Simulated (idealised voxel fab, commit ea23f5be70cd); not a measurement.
Module name: voxel released beams (process module)
205 nm wide, 5 nm square cells: that's cross-section cut.
Square cells in a grid make up a cross-section in this document, and the grid is given as bands, listed from the top down, each one or more rows of cells. In this notation a band is specified by the heights of its top and bottom, in that order and in nm, after which its materials appear from left to right, each paired with its width in nm. The word "everywhere" attached to a single material means that material fills the band from edge to edge; the word "blank" stands for empty space. We count height from 0. Below that, the starting wafer is all one material. The lowest band never ends at the bottom but goes on down; see "0..down" for how that is written. The width entry "30..40" should be interpreted row by row: the top row of cells in the band takes the first number, the bottom row takes the second number, and the change between adjacent rows is uniform throughout. Where a step carries "stayed the same", the cross-section came out of it unchanged, cell for cell. "Closed internal voids" - sealed voids, min. 8 cells, no opening to top; format: width x height at distance (distance from left edge; nm throughout). Read whatever lies past the settings on a step's line as the simulator's own remark about the step. The optional step-line setting "overlay nm" applies to steps with a mask and quantifies how far to the right of its planned location the mask lay, a negative value indicating leftward placement.
Intended process steps
1. RECEIVE | material Si
2. CONFORMAL_DEP | material SiN | thk nm 10
3. DIRECTIONAL_DEP | material SiO2 | thk nm 15
4. DIRECTIONAL_DEP | material aC | thk nm 10
5. PATTERN | tone open | mask id ANCHOR | material resist | width nm 35 | thk nm 25 | overlay nm 0
6. DIRECTIONAL_ETCH | etch materials aC | depth nm 10
7. STRIP | etch materials resist
8. DIRECTIONAL_ETCH | etch materials SiO2 | depth nm 15
9. STRIP | etch materials aC
10. CONFORMAL_DEP | material TiN | thk nm 15
11. MASKED_ETCH | tone cover | mask id BEAM | width nm 80 | etch materials TiN | depth nm 15 | overlay nm -15
12. STRIP | etch materials SiO2
Every wafer here starts from the same state; it is the step 11 overlay nm that distinguishes them, and the value the plan gives belongs to the first wafer.
Cross-section of the first of several received wafers, showing its state after step 1
0..down  Si everywhere
Closed internal voids: none
End of module: cross-section of the first of several wafers after step 12, the last step
40..25  blank 45 | TiN 35 | blank 5 | TiN 40 | blank 80
25..10  blank 65 | TiN 35 | blank 105
10..0  SiN everywhere
0..down  Si everywhere
Closed internal voids: none
End of module: cross-section, last of several wafers
40..25  blank 75 | TiN 5 | blank 5 | TiN 70 | blank 50
25..10  blank 65 | TiN 35 | blank 105
10..0  SiN everywhere
0..down  Si everywhere
Closed internal voids: none
Below is a per-wafer table. In it, each row describes the wafer at the end of the module by giving, for each material, the number of cells gained (+) or lost (-) since the wafer was received, and after that the closed voids of the wafer
overlay nm -15; +82 SiN; +66 TiN; Closed internal voids: none
overlay nm -10; +82 SiN; +66 TiN; Closed internal voids: none
overlay nm -5; +82 SiN; +66 TiN; Closed internal voids: none
overlay nm 0; +82 SiN; +66 TiN; Closed internal voids: none
overlay nm 5; +82 SiN; +66 TiN; Closed internal voids: none
overlay nm 10; +82 SiN; +66 TiN; Closed internal voids: none
overlay nm 15; +82 SiN; +66 TiN; Closed internal voids: none
